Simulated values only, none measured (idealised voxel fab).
Title: Process Module voxel gate over fins
For reference, the cross-section in this document is cut, with width 250 nm and square cells of 5 nm.
Throughout this document, each cross-section is represented as a grid of square cells and is presented as a sequence of bands enumerated from the top downward, where a band comprises one or more rows of cells. Quick guide to a band line: top height, bottom height (nm) up front; then every material left to right with its width in nm. Only one material and it's marked "full width"? Then it fills the band edge to edge. And "empty" just means empty space. Beneath 0, the wafer as received is one material, and that level is where height counting begins. The lowest band goes on downward without a bottom; it is written like "z 0 and below". The notation "30->40" denotes a width that varies across the rows of cells in the band, beginning at the first number in the top row, finishing at the second number in the bottom row, and changing by an identical amount from each row to the next. Take "no change" at face value: in the step it is given for, the cross-section changed in none of its cells. Under "Closed internal voids" you'll find the enclosed gaps, the ones with no way out to the top, that are 8 cells or bigger; each reads width x height at distance, with distance counted from the left edge, everything in nm. Where a step's line continues beyond its settings, the continuation is a remark by the simulator itself on that step. The "overlay nm" setting may appear on a step's line; for a step that uses a mask, it gives how far to the right of its planned position the mask lay, and a negative value indicates the left.

# The planned process steps are enumerated hereunder
1,RECEIVE, material Si
2,CONFORMAL_DEP, material SiN, thk nm 10
3,PATTERN, tone cover, mask id FINS, material resist, width nm 15, pitch nm 50, thk nm 20, overlay nm 0
4,DIRECTIONAL_ETCH, etch materials SiN, depth nm 10
5,DIRECTIONAL_ETCH, etch materials Si, depth nm 30
6,STRIP, etch materials resist
7,FILL_DEP, material SiO2, thk nm 5
8,CMP, height nm 10
9,MASKED_ETCH, tone open, mask id RAIL, width nm 15, etch materials SiO2, depth nm 35, overlay nm -15
10,CONFORMAL_DEP, material TiN, thk nm 5
11,FILL_DEP, material W, thk nm 10
12,CMP, height nm 10
13,SELECTIVE_ETCH, etch materials W Ru TiN, depth nm 30
14,FILL_DEP, material SiO2, thk nm 5
15,CMP, height nm 10
16,SELECTIVE_ETCH, etch materials SiO2, depth nm 25
17,STRIP, etch materials SiN
18,CONFORMAL_DEP, material HfO2, thk nm 5
19,CONFORMAL_DEP, material TiN, thk nm 5
20,CONFORMAL_DEP, material TiAl, thk nm 5
21,CONFORMAL_DEP, material TiN, thk nm 5
22,FILL_DEP, material W, thk nm 15
23,CMP, height nm 30
24,CONFORMAL_DEP, material SiCN, thk nm 5
Across this set of wafers, the varied parameter is the overlay nm of step 9. Starting conditions are identical for every wafer, and the plan reports the value assigned to the first wafer.

# first wafer as received, after step 1
z 0 and below = Si full width
Closed internal voids: none

# Every row in this table is a wafer at the end of the module, and it gives, for each of the materials, the cells that wafer has gained (+) or lost (-) since it was received, then its closed voids
overlay nm -15 | +68 HfO2 | -246 Si | +50 SiCN | +121 SiO2 | +68 TiAl | +132 TiN | +157 W | Closed internal voids: none
overlay nm -10 | +68 HfO2 | -246 Si | +50 SiCN | +120 SiO2 | +68 TiAl | +133 TiN | +157 W | Closed internal voids: none
overlay nm -5 | +68 HfO2 | -246 Si | +50 SiCN | +120 SiO2 | +68 TiAl | +133 TiN | +157 W | Closed internal voids: none
overlay nm 0 | +68 HfO2 | -246 Si | +50 SiCN | +120 SiO2 | +68 TiAl | +133 TiN | +157 W | Closed internal voids: none
overlay nm 5 | +68 HfO2 | -246 Si | +50 SiCN | +120 SiO2 | +68 TiAl | +133 TiN | +157 W | Closed internal voids: none
overlay nm 10 | +68 HfO2 | -246 Si | +50 SiCN | +120 SiO2 | +68 TiAl | +133 TiN | +157 W | Closed internal voids: none
overlay nm 15 | +68 HfO2 | -246 Si | +50 SiCN | +121 SiO2 | +68 TiAl | +132 TiN | +157 W | Closed internal voids: none
